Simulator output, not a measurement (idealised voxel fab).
process module | voxel capacitor over wiring
cross-section cut | 235 nm wide | cells 5 nm
A cross-section is a grid of square cells, given in bands from the top down. A band is one or more rows of cells.
Each band's line starts with the height of the band's top and of its bottom, in nm. Then come its materials from left to right, each with its width in nm. One material with "throughout" fills the band from edge to edge. "air" is empty space.
Height 0 is the level under which the wafer as received is all one material. The lowest band goes on downwards, as in "0 down".
A width such as "30 to 40" changes by the same amount from each row of cells to the next, from the band's top row to its bottom row.
"no change" after a step means that no cell of the cross-section changed.
closed voids: empty space of 8 cells or more with no open way to the top, each as width x height at its distance from the left edge, in nm
after a step's settings: what the simulator itself notes on the step
overlay nm, on a step with a mask: how far to the right of its planned place the mask lay; to the left if negative
plan
1 op RECEIVE | material Si
2 op CONFORMAL_DEP | material SiO2 | thk nm 10
3 op CONFORMAL_DEP | material SiCN | thk nm 5
4 op DIRECTIONAL_DEP | material SiO2 | thk nm 15
5 op PATTERN | tone open | mask id METAL_1 | material resist | width nm 30 | pitch nm 100 | thk nm 20 | overlay nm 0
6 op DIRECTIONAL_ETCH | etch materials SiO2 | depth nm 15
7 op DIRECTIONAL_ETCH | etch materials SiCN | depth nm 5
8 op STRIP | etch materials resist
9 op CONFORMAL_DEP | material TiN | thk nm 5
10 op FILL_DEP | material Cu | thk nm 5
11 op CMP | height nm 30
12 op CONFORMAL_DEP | material SiCN | thk nm 5
13 op DIRECTIONAL_DEP | material lowk | thk nm 15
14 op MASKED_ETCH | tone open | mask id PLUG_1 | width nm 15 | etch materials lowk | depth nm 15 | overlay nm 0
15 op MASKED_ETCH | tone open | mask id PLUG_1 | width nm 15 | etch materials SiCN | depth nm 5 | overlay nm 0
16 op EPI | material Ru | thk nm 10
17 op EPI | material Ru | thk nm 10
18 op DIRECTIONAL_DEP | material TiN | thk nm 5
19 op DIRECTIONAL_DEP | material Al2O3 | thk nm 5
20 op DIRECTIONAL_DEP | material TiN | thk nm 5
21 op MASKED_ETCH | tone cover | mask id UPPER_PLATE | width nm 75 | etch materials TiN | depth nm 5 | overlay nm 0
22 op MASKED_ETCH | tone cover | mask id UPPER_PLATE | width nm 75 | etch materials Al2O3 | depth nm 5 | overlay nm 0
23 op PATTERN | tone cover | mask id LOWER_PLATE | material resist | width nm 85 | thk nm 15 | overlay nm 0
24 op DIRECTIONAL_ETCH | etch materials TiN | depth nm 5
25 op STRIP | etch materials resist
26 op FILL_DEP | material SiO2 | thk nm 15
27 op CMP | height nm 75
28 op DIRECTIONAL_DEP | material aC | thk nm 10
29 op PATTERN | tone open | mask id PLUG_2 | material resist | width nm 15 | thk nm 30 | overlay nm 0
30 op DIRECTIONAL_ETCH | etch materials aC | depth nm 10
31 op STRIP | etch materials resist
32 op DIRECTIONAL_ETCH | etch materials SiO2 | depth nm 10
33 op STRIP | etch materials aC
34 op CONFORMAL_DEP | material TiN | thk nm 5
35 op FILL_DEP | material Cu | thk nm 10
36 op CMP | height nm 75
37 op CONFORMAL_DEP | material SiCN | thk nm 5
as received, after step 1
  0 down: Si throughout
  closed voids: none
a wafer at the end: this start, this plan, one mistake
  80 to 75: SiCN throughout
  75 to 70: SiO2 75 | TiN 5 | Cu 5 | TiN 5 | SiO2 145
  70 to 60: SiO2 75 to 65 | TiN 15 to 75 | SiO2 145 to 95
  60 to 55: SiO2 65 | Al2O3 75 | SiO2 95
  55 to 50: SiO2 60 | TiN 85 | SiO2 90
  50 to 35: lowk 65 | Ru 15 | lowk 155
  35 to 30: SiCN 65 | Ru 15 | SiCN 155
  30 to 15: SiO2 50 | TiN 5 | Cu 20 | TiN 5 | SiO2 70 | TiN 5 | Cu 20 | TiN 5 | SiO2 55
  15 to 10: SiCN 50 | TiN 30 | SiCN 70 | TiN 30 | SiCN 55
  10 to 0: Al2O3 throughout
  0 down: Si throughout
  closed voids: none
what went wrong: step 2 ran as: op CONFORMAL_DEP | material Al2O3 | thk nm 10
